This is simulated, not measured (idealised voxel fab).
Presented below is a process module, voxel transistor to metal.
Cross-section cut: width 165 nm, square cells of 5 nm.
Just so we're on the same page, the cross-sections are grids of square cells, and they're listed out in bands top to bottom, each band one or more rows deep. Per band: top height and bottom height in nm, followed by the left-to-right materials and their widths in nm; "everywhere" marks a single material spanning edge to edge, "blank" marks empty space. Measure heights from 0. That's the level where, below it, the as-received wafer is all one material. The lowest band is bottomless and extends downward; write it as in "0 nm and below". Width: "30 to 40" (first number = top row, second number = bottom row, same change from row to row of cells). Step marked "remained the same"? Then no cell in the cross-section changed in it. Voids not open to the top, 8 cells minimum: see "Unvented cavities". Written width x height at distance; distance is from the left edge; nm. Whatever follows a step's settings on its line is a remark the simulator itself makes about that step. The line of a step may include "overlay nm". On a step with a mask, this value is how far to the right of its planned place the mask lay. A negative value means the mask lay to the left. Everything after this point is organized in pairs: a cross-section before one process step, a cross-section after it that shows only as deep as the lowest changed band, and, under the pair, the intervening step with its settings. Because different runs of this module on the same starting wafer can supply different pairs, a pair continues from the pair above it only if its entry headed "Status quo ante" says so.

STATUS QUO ANTE
    45 nm to 40 nm  TiN (40), then blank (10), then TiN (65), then blank (10), then TiN (40)
    40 nm to 30 nm  SiO2 (35), then TiN (5), then blank (10), then TiN (5), then SiO2 (55), then TiN (5), then blank (10), then TiN (5), then SiO2 (35)
    30 nm to 25 nm  SiO2 (35), then TiN (5), then blank (10), then TiN (5), then SiO2 (15), then SiN (5), then SiCN (15), then SiN (5), then SiO2 (15), then TiN (5), then blank (10), then TiN (5), then SiO2 (35)
    25 nm to 20 nm  SiO2 (35), then TiN (20), then SiO2 (15), then SiN (5), then SiCN (15), then SiN (5), then SiO2 (15), then TiN (20), then SiO2 (35)
    20 nm to 15 nm  SiO2 (35), then TiN (5), then SiGe (30), then SiN (5), then SiCN (15), then SiN (5), then SiGe (30), then TiN (5), then SiO2 (35)
    15 nm to 5 nm  SiO2 (35), then TiN (5), then SiGe (30), then SiN (5), then polySi (15), then SiN (5), then SiGe (30), then TiN (5), then SiO2 (35)
    5 nm to -5 nm  SiO2 (15), then SiGe (55), then SiN (5), then polySi (15), then SiN (5), then SiGe (55), then SiO2 (15)
    -5 nm to -10 nm  SiO2 (15), then SiGe (55), then SiO2 (25), then SiGe (55), then SiO2 (15)
    -10 nm to -25 nm  SiO2 (30), then SiGe (40), then Si (25), then SiGe (40), then SiO2 (30)
    -25 nm to -40 nm  SiO2 (30), then Si (105), then SiO2 (30)
    -40 nm and below  Si everywhere
    Unvented cavities: none

CROSS-SECTION AFTER STEP
    50 nm to 45 nm  Ru everywhere
    45 nm to 40 nm  TiN (40), then Ru (10), then TiN (65), then Ru (10), then TiN (40)
    40 nm to 30 nm  SiO2 (35), then TiN (5), then Ru (10), then TiN (5), then SiO2 (55), then TiN (5), then Ru (10), then TiN (5), then SiO2 (35)
    30 nm to 25 nm  SiO2 (35), then TiN (5), then Ru (10), then TiN (5), then SiO2 (15), then SiN (5), then SiCN (15), then SiN (5), then SiO2 (15), then TiN (5), then Ru (10), then TiN (5), then SiO2 (35)
    At heights below 25, the structure remains unaltered.
    Unvented cavities: none
Between the two cross-sections shown above lies op FILL_DEP | material Ru | thk nm 5

Status quo ante: Reference is made to the cross-section shown after the step in the pair directly above, which represents the state prior to this step.

CROSS-SECTION AFTER STEP
    40 nm to 30 nm  SiO2 (35), then TiN (5), then Ru (10), then TiN (5), then SiO2 (55), then TiN (5), then Ru (10), then TiN (5), then SiO2 (35)
    At heights below 30, the structure remains unaltered.
    Unvented cavities: none
Between the two cross-sections shown above lies op CMP | height nm 40

Status quo ante: Reference is made to the cross-section shown after the step in the pair directly above, which represents the state prior to this step.

CROSS-SECTION AFTER STEP
    45 nm to 40 nm  TiN everywhere
    At heights below 40, the structure remains unaltered.
    Unvented cavities: none
Between the two cross-sections shown above lies op DIRECTIONAL_DEP | material TiN | thk nm 5

Status quo ante: Reference is made to the cross-section shown after the step in the pair directly above, which represents the state prior to this step.

CROSS-SECTION AFTER STEP
    70 nm to 45 nm  Ru everywhere
    At heights below 45, the structure remains unaltered.
    Unvented cavities: none
Between the two cross-sections shown above lies op DIRECTIONAL_DEP | material Ru | thk nm 25

Status quo ante: Reference is made to the cross-section shown after the step in the pair directly above, which represents the state prior to this step.

CROSS-SECTION AFTER STEP
    85 nm to 70 nm  blank (35), then resist (20), then blank (55), then resist (20), then blank (35)
    At heights below 70, the structure remains unaltered.
    Unvented cavities: none
Between the two cross-sections shown above lies op PATTERN | tone cover | mask id METAL_1 | material resist | width nm 20 | pitch nm 75 | thk nm 15 | overlay nm 0

Status quo ante: Reference is made to the cross-section shown after the step in the pair directly above, which represents the state prior to this step.

CROSS-SECTION AFTER STEP
    85 nm to 70 nm  blank (35), then resist (20), then blank (55), then resist (20), then blank (35)
    70 nm to 45 nm  blank (35), then Ru (20), then blank (55), then Ru (20), then blank (35)
    At heights below 45, the structure remains unaltered.
    Unvented cavities: none
Between the two cross-sections shown above lies op DIRECTIONAL_ETCH | etch materials Ru | depth nm 25

Status quo ante: Reference is made to the cross-section shown after the step in the pair directly above, which represents the state prior to this step.

CROSS-SECTION AFTER STEP
    85 nm to 70 nm  blank (35), then resist (20), then blank (55), then resist (20), then blank (35)
    70 nm to 45 nm  blank (35), then Ru (20), then blank (55), then Ru (20), then blank (35)
    45 nm to 40 nm  blank (35), then TiN (20), then blank (55), then TiN (20), then blank (35)
    At heights below 40, the structure remains unaltered.
    Unvented cavities: none
Between the two cross-sections shown above lies op DIRECTIONAL_ETCH | etch materials TiN | depth nm 5

Status quo ante: Reference is made to the cross-section shown after the step in the pair directly above, which represents the state prior to this step.

CROSS-SECTION AFTER STEP
    70 nm to 45 nm  blank (35), then Ru (20), then blank (55), then Ru (20), then blank (35)
    At heights below 45, the structure remains unaltered.
    Unvented cavities: none
Between the two cross-sections shown above lies op STRIP | etch materials resist

Status quo ante: Reference is made to the cross-section shown after the step in the pair directly above, which represents the state prior to this step.

CROSS-SECTION AFTER STEP
    75 nm to 70 nm  blank (30), then SiCN (30), then blank (45), then SiCN (30), then blank (30)
    70 nm to 45 nm  blank (30), then SiCN (5), then Ru (20), then SiCN (5), then blank (45), then SiCN (5), then Ru (20), then SiCN (5), then blank (30)
    45 nm to 40 nm  SiCN (35), then TiN (20), then SiCN (55), then TiN (20), then SiCN (35)
    At heights below 40, the structure remains unaltered.
    Unvented cavities: none
Between the two cross-sections shown above lies op CONFORMAL_DEP | material SiCN | thk nm 5

Status quo ante: Reference is made to the cross-section shown after the step in the pair directly above, which represents the state prior to this step.

CROSS-SECTION AFTER STEP
    85 nm to 75 nm  SiO2 everywhere
    75 nm to 70 nm  SiO2 (30), then SiCN (30), then SiO2 (45), then SiCN (30), then SiO2 (30)
    70 nm to 45 nm  SiO2 (30), then SiCN (5), then Ru (20), then SiCN (5), then SiO2 (45), then SiCN (5), then Ru (20), then SiCN (5), then SiO2 (30)
    At heights below 45, the structure remains unaltered.
    Unvented cavities: none
Between the two cross-sections shown above lies op FILL_DEP | material SiO2 | thk nm 10

Status quo ante: Reference is made to the cross-section shown after the step in the pair directly above, which represents the state prior to this step.

CROSS-SECTION AFTER STEP
    70 nm to 45 nm  SiO2 (30), then SiCN (5), then Ru (20), then SiCN (5), then SiO2 (45), then SiCN (5), then Ru (20), then SiCN (5), then SiO2 (30)
    At heights below 45, the structure remains unaltered.
    Unvented cavities: none
Between the two cross-sections shown above lies op CMP | height nm 70

Status quo ante: Reference is made to the cross-section shown after the step in the pair directly above, which represents the state prior to this step.

CROSS-SECTION AFTER STEP
    75 nm to 70 nm  SiN everywhere
    At heights below 70, the structure remains unaltered.
    Unvented cavities: none
Between the two cross-sections shown above lies op CONFORMAL_DEP | material SiN | thk nm 5

STATUS QUO ANTE
    15 nm to 0 nm  SiO2 (30), then SiN (105), then SiO2 (30)
    0 nm to -5 nm  SiO2 everywhere
    -5 nm to -40 nm  SiO2 (30), then Si (105), then SiO2 (30)
    -40 nm and below  Si everywhere
    Unvented cavities: none

CROSS-SECTION AFTER STEP
    15 nm to 0 nm  SiO2 (30), then blank (105), then SiO2 (30)
    At heights below 0, the structure remains unaltered.
    Unvented cavities: none
Between the two cross-sections shown above lies op STRIP | etch materials SiN

Status quo ante: Reference is made to the cross-section shown after the step in the pair directly above, which represents the state prior to this step.

CROSS-SECTION AFTER STEP
    0 nm to -5 nm  SiO2 (15), then blank (135), then SiO2 (15)
    -5 nm to -15 nm  SiO2 (15), then blank (15), then Si (105), then blank (15), then SiO2 (15)
    At heights below -15, the structure remains unaltered.
    Unvented cavities: none
Between the two cross-sections shown above lies op SELECTIVE_ETCH | etch materials SiO2 | depth nm 15

Status quo ante: Reference is made to the cross-section shown after the step in the pair directly above, which represents the state prior to this step.

CROSS-SECTION AFTER STEP
    -5 nm to -20 nm  SiO2 (10), then blank (20), then Si (105), then blank (20), then SiO2 (10)
    At heights below -20, the structure remains unaltered.
    Unvented cavities: none
Between the two cross-sections shown above lies op SELECTIVE_ETCH | etch materials SiO2 | depth nm 5

Status quo ante: Reference is made to the cross-section shown after the step in the pair directly above, which represents the state prior to this step.

CROSS-SECTION AFTER STEP
    -5 nm to -10 nm  SiO2 (10), then blank (20), then SiO2 (105), then blank (20), then SiO2 (10)
    -10 nm to -20 nm  SiO2 (10), then blank (20), then SiO2 (5), then Si (95), then SiO2 (5), then blank (20), then SiO2 (10)
    -20 nm to -25 nm  SiO2 (35), then Si (95), then SiO2 (35)
    At heights below -25, the structure remains unaltered.
    Unvented cavities: none
Between the two cross-sections shown above lies op OXIDIZE | depth nm 5

Status quo ante: Reference is made to the cross-section shown after the step in the pair directly above, which represents the state prior to this step.

CROSS-SECTION AFTER STEP
    15 nm to 0 nm  polySi (10), then blank (20), then polySi (105), then blank (20), then polySi (10)
    0 nm to -5 nm  polySi everywhere
    -5 nm to -10 nm  SiO2 (10), then polySi (20), then SiO2 (105), then polySi (20), then SiO2 (10)
    -10 nm to -20 nm  SiO2 (10), then polySi (20), then SiO2 (5), then Si (95), then SiO2 (5), then polySi (20), then SiO2 (10)
    At heights below -20, the structure remains unaltered.
    Unvented cavities: none
Between the two cross-sections shown above lies op DIRECTIONAL_DEP | material polySi | thk nm 20

Status quo ante: Reference is made to the cross-section shown after the step in the pair directly above, which represents the state prior to this step.

CROSS-SECTION AFTER STEP
    30 nm to 15 nm  SiCN (10), then blank (20), then SiCN (105), then blank (20), then SiCN (10)
    15 nm to 0 nm  polySi (10), then SiCN (20), then polySi (105), then SiCN (20), then polySi (10)
    At heights below 0, the structure remains unaltered.
    Unvented cavities: none
Between the two cross-sections shown above lies op DIRECTIONAL_DEP | material SiCN | thk nm 15

Status quo ante: Reference is made to the cross-section shown after the step in the pair directly above, which represents the state prior to this step.

CROSS-SECTION AFTER STEP
    45 nm to 30 nm  blank (75), then resist (15), then blank (75)
    At heights below 30, the structure remains unaltered.
    Unvented cavities: none
Between the two cross-sections shown above lies op PATTERN | tone cover | mask id GATE | material resist | width nm 15 | thk nm 15 | overlay nm 0

Status quo ante: Reference is made to the cross-section shown after the step in the pair directly above, which represents the state prior to this step.

CROSS-SECTION AFTER STEP
    45 nm to 30 nm  blank (75), then resist (15), then blank (75)
    30 nm to 15 nm  blank (75), then SiCN (15), then blank (75)
    15 nm to 0 nm  polySi (10), then blank (20), then polySi (105), then blank (20), then polySi (10)
    At heights below 0, the structure remains unaltered.
    Unvented cavities: none
Between the two cross-sections shown above lies op DIRECTIONAL_ETCH | etch materials SiCN | depth nm 25

Status quo ante: Reference is made to the cross-section shown after the step in the pair directly above, which represents the state prior to this step.

CROSS-SECTION AFTER STEP
    45 nm to 30 nm  blank (75), then resist (15), then blank (75)
    30 nm to 15 nm  blank (75), then SiCN (15), then blank (75)
    15 nm to -5 nm  blank (75), then polySi (15), then blank (75)
    -5 nm to -10 nm  SiO2 (10), then blank (20), then SiO2 (105), then blank (20), then SiO2 (10)
    -10 nm to -20 nm  SiO2 (10), then blank (20), then SiO2 (5), then Si (95), then SiO2 (5), then blank (20), then SiO2 (10)
    At heights below -20, the structure remains unaltered.
    Unvented cavities: none
Between the two cross-sections shown above lies op DIRECTIONAL_ETCH | etch materials polySi | depth nm 30

Status quo ante: Reference is made to the cross-section shown after the step in the pair directly above, which represents the state prior to this step.

CROSS-SECTION AFTER STEP
    30 nm to 15 nm  blank (75), then SiCN (15), then blank (75)
    At heights below 15, the structure remains unaltered.
    Unvented cavities: none
Between the two cross-sections shown above lies op STRIP | etch materials resist

Status quo ante: Reference is made to the cross-section shown after the step in the pair directly above, which represents the state prior to this step.

CROSS-SECTION AFTER STEP
    35 nm to 30 nm  blank (70), then SiN (25), then blank (70)
    30 nm to 15 nm  blank (70), then SiN (5), then SiCN (15), then SiN (5), then blank (70)
    15 nm to 0 nm  blank (70), then SiN (5), then polySi (15), then SiN (5), then blank (70)
    0 nm to -5 nm  SiN (15), then blank (10), then SiN (50), then polySi (15), then SiN (50), then blank (10), then SiN (15)
    -5 nm to -10 nm  SiO2 (10), then SiN (5), then blank (10), then SiN (5), then SiO2 (105), then SiN (5), then blank (10), then SiN (5), then SiO2 (10)
    -10 nm to -15 nm  SiO2 (10), then SiN (5), then blank (10), then SiN (5), then SiO2 (5), then Si (95), then SiO2 (5), then SiN (5), then blank (10), then SiN (5), then SiO2 (10)
    -15 nm to -20 nm  SiO2 (10), then SiN (20), then SiO2 (5), then Si (95), then SiO2 (5), then SiN (20), then SiO2 (10)
    At heights below -20, the structure remains unaltered.
    Unvented cavities: none
Between the two cross-sections shown above lies op CONFORMAL_DEP | material SiN | thk nm 5

Status quo ante: Reference is made to the cross-section shown after the step in the pair directly above, which represents the state prior to this step.

CROSS-SECTION AFTER STEP
    30 nm to 15 nm  blank (70), then SiN (5), then SiCN (15), then SiN (5), then blank (70)
    15 nm to -5 nm  blank (70), then SiN (5), then polySi (15), then SiN (5), then blank (70)
    -5 nm to -10 nm  SiO2 (10), then SiN (5), then blank (10), then SiN (5), then SiO2 (105), then SiN (5), then blank (10), then SiN (5), then SiO2 (10)
    -10 nm to -20 nm  SiO2 (10), then SiN (5), then blank (10), then SiN (5), then SiO2 (5), then Si (95), then SiO2 (5), then SiN (5), then blank (10), then SiN (5), then SiO2 (10)
    At heights below -20, the structure remains unaltered.
    Unvented cavities: none
Between the two cross-sections shown above lies op DIRECTIONAL_ETCH | etch materials SiN | depth nm 5

Status quo ante: Reference is made to the cross-section shown after the step in the pair directly above, which represents the state prior to this step.

CROSS-SECTION AFTER STEP
    30 nm to 15 nm  blank (70), then SiN (5), then SiCN (15), then SiN (5), then blank (70)
    15 nm to -5 nm  blank (70), then SiN (5), then polySi (15), then SiN (5), then blank (70)
    -5 nm to -10 nm  blank (10), then SiN (5), then blank (10), then SiN (5), then blank (40), then SiO2 (25), then blank (40), then SiN (5), then blank (10), then SiN (5), then blank (10)
    -10 nm to -20 nm  SiO2 (10), then SiN (5), then blank (10), then SiN (5), then SiO2 (5), then Si (95), then SiO2 (5), then SiN (5), then blank (10), then SiN (5), then SiO2 (10)
    -20 nm to -25 nm  SiO2 (15), then blank (10), then SiO2 (10), then Si (95), then SiO2 (10), then blank (10), then SiO2 (15)
    At heights below -25, the structure remains unaltered.
    Unvented cavities: none
Between the two cross-sections shown above lies op DIRECTIONAL_ETCH | etch materials SiO2 | depth nm 5

Status quo ante: Reference is made to the cross-section shown after the step in the pair directly above, which represents the state prior to this step.

CROSS-SECTION AFTER STEP
    30 nm to 15 nm  blank (70), then SiN (5), then SiCN (15), then SiN (5), then blank (70)
    15 nm to -5 nm  blank (70), then SiN (5), then polySi (15), then SiN (5), then blank (70)
    -5 nm to -10 nm  blank (10), then SiN (5), then blank (10), then SiN (5), then blank (40), then SiO2 (25), then blank (40), then SiN (5), then blank (10), then SiN (5), then blank (10)
    -10 nm to -20 nm  SiO2 (10), then SiN (5), then blank (10), then SiN (5), then SiO2 (5), then blank (35), then Si (25), then blank (35), then SiO2 (5), then SiN (5), then blank (10), then SiN (5), then SiO2 (10)
    -20 nm to -25 nm  SiO2 (15), then blank (10), then SiO2 (10), then blank (35), then Si (25), then blank (35), then SiO2 (10), then blank (10), then SiO2 (15)
    At heights below -25, the structure remains unaltered.
    Unvented cavities: none
Between the two cross-sections shown above lies op DIRECTIONAL_ETCH | etch materials Si | depth nm 15

Status quo ante: Reference is made to the cross-section shown after the step in the pair directly above, which represents the state prior to this step.

CROSS-SECTION AFTER STEP
    30 nm to 15 nm  blank (70), then SiN (5), then SiCN (15), then SiN (5), then blank (70)
    15 nm to 5 nm  blank (70), then SiN (5), then polySi (15), then SiN (5), then blank (70)
    5 nm to -5 nm  blank (55), then SiGe (15), then SiN (5), then polySi (15), then SiN (5), then SiGe (15), then blank (55)
    -5 nm to -10 nm  blank (10), then SiN (5), then blank (10), then SiN (5), then blank (25), then SiGe (15), then SiO2 (25), then SiGe (15), then blank (25), then SiN (5), then blank (10), then SiN (5), then blank (10)
    -10 nm to -20 nm  SiO2 (10), then SiN (5), then blank (10), then SiN (5), then SiO2 (5), then SiGe (35), then Si (25), then SiGe (35), then SiO2 (5), then SiN (5), then blank (10), then SiN (5), then SiO2 (10)
    -20 nm to -25 nm  SiO2 (15), then blank (10), then SiO2 (10), then SiGe (35), then Si (25), then SiGe (35), then SiO2 (10), then blank (10), then SiO2 (15)
    At heights below -25, the structure remains unaltered.
    Unvented cavities: none
Between the two cross-sections shown above lies op EPI | material SiGe | thk nm 15

Status quo ante: Reference is made to the cross-section shown after the step in the pair directly above, which represents the state prior to this step.

CROSS-SECTION AFTER STEP
    35 nm to 30 nm  SiO2 everywhere
    30 nm to 15 nm  SiO2 (70), then SiN (5), then SiCN (15), then SiN (5), then SiO2 (70)
    15 nm to 5 nm  SiO2 (70), then SiN (5), then polySi (15), then SiN (5), then SiO2 (70)
    5 nm to -5 nm  SiO2 (55), then SiGe (15), then SiN (5), then polySi (15), then SiN (5), then SiGe (15), then SiO2 (55)
    -5 nm to -10 nm  SiO2 (10), then SiN (5), then SiO2 (10), then SiN (5), then SiO2 (25), then SiGe (15), then SiO2 (25), then SiGe (15), then SiO2 (25), then SiN (5), then SiO2 (10), then SiN (5), then SiO2 (10)
    -10 nm to -20 nm  SiO2 (10), then SiN (5), then SiO2 (10), then SiN (5), then SiO2 (5), then SiGe (35), then Si (25), then SiGe (35), then SiO2 (5), then SiN (5), then SiO2 (10), then SiN (5), then SiO2 (10)
    -20 nm to -25 nm  SiO2 (35), then SiGe (35), then Si (25), then SiGe (35), then SiO2 (35)
    At heights below -25, the structure remains unaltered.
    Unvented cavities: none
Between the two cross-sections shown above lies op FILL_DEP | material SiO2 | thk nm 5

Status quo ante: Reference is made to the cross-section shown after the step in the pair directly above, which represents the state prior to this step.

CROSS-SECTION AFTER STEP
    30 nm to 15 nm  SiO2 (70), then SiN (5), then SiCN (15), then SiN (5), then SiO2 (70)
    At heights below 15, the structure remains unaltered.
    Unvented cavities: none
Between the two cross-sections shown above lies op CMP | height nm 30

Status quo ante: Reference is made to the cross-section shown after the step in the pair directly above, which represents the state prior to this step.

CROSS-SECTION AFTER STEP
    40 nm to 30 nm  SiO2 everywhere
    At heights below 30, the structure remains unaltered.
    Unvented cavities: none
Between the two cross-sections shown above lies op DIRECTIONAL_DEP | material SiO2 | thk nm 10

Status quo ante: Reference is made to the cross-section shown after the step in the pair directly above, which represents the state prior to this step.

CROSS-SECTION AFTER STEP
    50 nm to 40 nm  aC everywhere
    At heights below 40, the structure remains unaltered.
    Unvented cavities: none
Between the two cross-sections shown above lies op DIRECTIONAL_DEP | material aC | thk nm 10

Status quo ante: Reference is made to the cross-section shown after the step in the pair directly above, which represents the state prior to this step.

CROSS-SECTION AFTER STEP
    75 nm to 50 nm  resist (35), then blank (20), then resist (55), then blank (20), then resist (35)
    At heights below 50, the structure remains unaltered.
    Unvented cavities: none
Between the two cross-sections shown above lies op PATTERN | tone open | mask id CONTACT | material resist | width nm 20 | pitch nm 75 | thk nm 25 | overlay nm 0

Status quo ante: Reference is made to the cross-section shown after the step in the pair directly above, which represents the state prior to this step.

CROSS-SECTION AFTER STEP
    65 nm to 50 nm  resist (35), then blank (20), then resist (55), then blank (20), then resist (35)
    50 nm to 40 nm  aC (35), then blank (20), then aC (55), then blank (20), then aC (35)
    At heights below 40, the structure remains unaltered.
    Unvented cavities: none
Between the two cross-sections shown above lies op DIRECTIONAL_ETCH | etch materials aC | depth nm 10

Status quo ante: Reference is made to the cross-section shown after the step in the pair directly above, which represents the state prior to this step.

CROSS-SECTION AFTER STEP
    50 nm to 40 nm  aC (35), then blank (20), then aC (55), then blank (20), then aC (35)
    At heights below 40, the structure remains unaltered.
    Unvented cavities: none
Between the two cross-sections shown above lies op STRIP | etch materials resist

Status quo ante: Reference is made to the cross-section shown after the step in the pair directly above, which represents the state prior to this step.

CROSS-SECTION AFTER STEP
    50 nm to 40 nm  aC (35), then blank (20), then aC (55), then blank (20), then aC (35)
    40 nm to 30 nm  SiO2 (35), then blank (20), then SiO2 (55), then blank (20), then SiO2 (35)
    30 nm to 15 nm  SiO2 (35), then blank (20), then SiO2 (15), then SiN (5), then SiCN (15), then SiN (5), then SiO2 (15), then blank (20), then SiO2 (35)
    15 nm to 5 nm  SiO2 (35), then blank (20), then SiO2 (15), then SiN (5), then polySi (15), then SiN (5), then SiO2 (15), then blank (20), then SiO2 (35)
    5 nm to -5 nm  SiO2 (35), then blank (20), then SiGe (15), then SiN (5), then polySi (15), then SiN (5), then SiGe (15), then blank (20), then SiO2 (35)
    -5 nm to -10 nm  SiO2 (10), then SiN (5), then SiO2 (10), then SiN (5), then SiO2 (5), then blank (20), then SiGe (15), then SiO2 (25), then SiGe (15), then blank (20), then SiO2 (5), then SiN (5), then SiO2 (10), then SiN (5), then SiO2 (10)
    At heights below -10, the structure remains unaltered.
    Unvented cavities: none
Between the two cross-sections shown above lies op DIRECTIONAL_ETCH | etch materials SiO2 | depth nm 50

Status quo ante: Reference is made to the cross-section shown after the step in the pair directly above, which represents the state prior to this step.

CROSS-SECTION AFTER STEP
    40 nm to 30 nm  SiO2 (35), then blank (20), then SiO2 (55), then blank (20), then SiO2 (35)
    At heights below 30, the structure remains unaltered.
    Unvented cavities: none
Between the two cross-sections shown above lies op STRIP | etch materials aC

Status quo ante: Reference is made to the cross-section shown after the step in the pair directly above, which represents the state prior to this step.

CROSS-SECTION AFTER STEP
    45 nm to 40 nm  TiN (40), then blank (10), then TiN (65), then blank (10), then TiN (40)
    40 nm to 30 nm  SiO2 (35), then TiN (5), then blank (10), then TiN (5), then SiO2 (55), then TiN (5), then blank (10), then TiN (5), then SiO2 (35)
    30 nm to 15 nm  SiO2 (35), then TiN (5), then blank (10), then TiN (5), then SiO2 (15), then SiN (5), then SiCN (15), then SiN (5), then SiO2 (15), then TiN (5), then blank (10), then TiN (5), then SiO2 (35)
    15 nm to 5 nm  SiO2 (35), then TiN (5), then blank (10), then TiN (5), then SiO2 (15), then SiN (5), then polySi (15), then SiN (5), then SiO2 (15), then TiN (5), then blank (10), then TiN (5), then SiO2 (35)
    5 nm to -5 nm  SiO2 (35), then TiN (5), then blank (10), then TiN (5), then SiGe (15), then SiN (5), then polySi (15), then SiN (5), then SiGe (15), then TiN (5), then blank (10), then TiN (5), then SiO2 (35)
    -5 nm to -10 nm  SiO2 (10), then SiN (5), then SiO2 (10), then SiN (5), then SiO2 (5), then TiN (20), then SiGe (15), then SiO2 (25), then SiGe (15), then TiN (20), then SiO2 (5), then SiN (5), then SiO2 (10), then SiN (5), then SiO2 (10)
    At heights below -10, the structure remains unaltered.
    Unvented cavities: none
Between the two cross-sections shown above lies op CONFORMAL_DEP | material TiN | thk nm 5

Status quo ante: Reference is made to the cross-section shown after the step in the pair directly above, which represents the state prior to this step.

CROSS-SECTION AFTER STEP
    50 nm to 45 nm  Ru everywhere
    45 nm to 40 nm  TiN (40), then Ru (10), then TiN (65), then Ru (10), then TiN (40)
    40 nm to 30 nm  SiO2 (35), then TiN (5), then Ru (10), then TiN (5), then SiO2 (55), then TiN (5), then Ru (10), then TiN (5), then SiO2 (35)
    30 nm to 15 nm  SiO2 (35), then TiN (5), then Ru (10), then TiN (5), then SiO2 (15), then SiN (5), then SiCN (15), then SiN (5), then SiO2 (15), then TiN (5), then Ru (10), then TiN (5), then SiO2 (35)
    15 nm to 5 nm  SiO2 (35), then TiN (5), then Ru (10), then TiN (5), then SiO2 (15), then SiN (5), then polySi (15), then SiN (5), then SiO2 (15), then TiN (5), then Ru (10), then TiN (5), then SiO2 (35)
    5 nm to -5 nm  SiO2 (35), then TiN (5), then Ru (10), then TiN (5), then SiGe (15), then SiN (5), then polySi (15), then SiN (5), then SiGe (15), then TiN (5), then Ru (10), then TiN (5), then SiO2 (35)
    At heights below -5, the structure remains unaltered.
    Unvented cavities: none
Between the two cross-sections shown above lies op FILL_DEP | material Ru | thk nm 5

Status quo ante: Reference is made to the cross-section shown after the step in the pair directly above, which represents the state prior to this step.

CROSS-SECTION AFTER STEP
    40 nm to 30 nm  SiO2 (35), then TiN (5), then Ru (10), then TiN (5), then SiO2 (55), then TiN (5), then Ru (10), then TiN (5), then SiO2 (35)
    At heights below 30, the structure remains unaltered.
    Unvented cavities: none
Between the two cross-sections shown above lies op CMP | height nm 40

Status quo ante: Reference is made to the cross-section shown after the step in the pair directly above, which represents the state prior to this step.

CROSS-SECTION AFTER STEP
    45 nm to 40 nm  TiN everywhere
    At heights below 40, the structure remains unaltered.
    Unvented cavities: none
Between the two cross-sections shown above lies op DIRECTIONAL_DEP | material TiN | thk nm 5

Status quo ante: Reference is made to the cross-section shown after the step in the pair directly above, which represents the state prior to this step.

CROSS-SECTION AFTER STEP
    70 nm to 45 nm  Ru everywhere
    At heights below 45, the structure remains unaltered.
    Unvented cavities: none
Between the two cross-sections shown above lies op DIRECTIONAL_DEP | material Ru | thk nm 25

Status quo ante: Reference is made to the cross-section shown after the step in the pair directly above, which represents the state prior to this step.

CROSS-SECTION AFTER STEP
    85 nm to 70 nm  blank (35), then resist (20), then blank (55), then resist (20), then blank (35)
    At heights below 70, the structure remains unaltered.
    Unvented cavities: none
Between the two cross-sections shown above lies op PATTERN | tone cover | mask id METAL_1 | material resist | width nm 20 | pitch nm 75 | thk nm 15 | overlay nm 0

Status quo ante: Reference is made to the cross-section shown after the step in the pair directly above, which represents the state prior to this step.

CROSS-SECTION AFTER STEP
    85 nm to 70 nm  blank (35), then resist (20), then blank (55), then resist (20), then blank (35)
    70 nm to 45 nm  blank (35), then Ru (20), then blank (55), then Ru (20), then blank (35)
    At heights below 45, the structure remains unaltered.
    Unvented cavities: none
Between the two cross-sections shown above lies op DIRECTIONAL_ETCH | etch materials Ru | depth nm 25

Status quo ante: Reference is made to the cross-section shown after the step in the pair directly above, which represents the state prior to this step.

CROSS-SECTION AFTER STEP
    85 nm to 70 nm  blank (35), then resist (20), then blank (55), then resist (20), then blank (35)
    70 nm to 45 nm  blank (35), then Ru (20), then blank (55), then Ru (20), then blank (35)
    45 nm to 40 nm  blank (35), then TiN (20), then blank (55), then TiN (20), then blank (35)
    At heights below 40, the structure remains unaltered.
    Unvented cavities: none
Between the two cross-sections shown above lies op DIRECTIONAL_ETCH | etch materials TiN | depth nm 5

Status quo ante: Reference is made to the cross-section shown after the step in the pair directly above, which represents the state prior to this step.

CROSS-SECTION AFTER STEP
    70 nm to 45 nm  blank (35), then Ru (20), then blank (55), then Ru (20), then blank (35)
    At heights below 45, the structure remains unaltered.
    Unvented cavities: none
Between the two cross-sections shown above lies op STRIP | etch materials resist

Status quo ante: Reference is made to the cross-section shown after the step in the pair directly above, which represents the state prior to this step.

CROSS-SECTION AFTER STEP
    75 nm to 70 nm  blank (30), then SiCN (30), then blank (45), then SiCN (30), then blank (30)
    70 nm to 45 nm  blank (30), then SiCN (5), then Ru (20), then SiCN (5), then blank (45), then SiCN (5), then Ru (20), then SiCN (5), then blank (30)
    45 nm to 40 nm  SiCN (35), then TiN (20), then SiCN (55), then TiN (20), then SiCN (35)
    At heights below 40, the structure remains unaltered.
    Unvented cavities: none
Between the two cross-sections shown above lies op CONFORMAL_DEP | material SiCN | thk nm 5

Status quo ante: Reference is made to the cross-section shown after the step in the pair directly above, which represents the state prior to this step.

CROSS-SECTION AFTER STEP
    85 nm to 75 nm  SiO2 everywhere
    75 nm to 70 nm  SiO2 (30), then SiCN (30), then SiO2 (45), then SiCN (30), then SiO2 (30)
    70 nm to 45 nm  SiO2 (30), then SiCN (5), then Ru (20), then SiCN (5), then SiO2 (45), then SiCN (5), then Ru (20), then SiCN (5), then SiO2 (30)
    At heights below 45, the structure remains unaltered.
    Unvented cavities: none
Between the two cross-sections shown above lies op FILL_DEP | material SiO2 | thk nm 10

Status quo ante: Reference is made to the cross-section shown after the step in the pair directly above, which represents the state prior to this step.

CROSS-SECTION AFTER STEP
    70 nm to 45 nm  SiO2 (30), then SiCN (5), then Ru (20), then SiCN (5), then SiO2 (45), then SiCN (5), then Ru (20), then SiCN (5), then SiO2 (30)
    At heights below 45, the structure remains unaltered.
    Unvented cavities: none
Between the two cross-sections shown above lies op CMP | height nm 70

Status quo ante: Reference is made to the cross-section shown after the step in the pair directly above, which represents the state prior to this step.

CROSS-SECTION AFTER STEP
    75 nm to 70 nm  SiN everywhere
    At heights below 70, the structure remains unaltered.
    Unvented cavities: none
Between the two cross-sections shown above lies op CONFORMAL_DEP | material SiN | thk nm 5
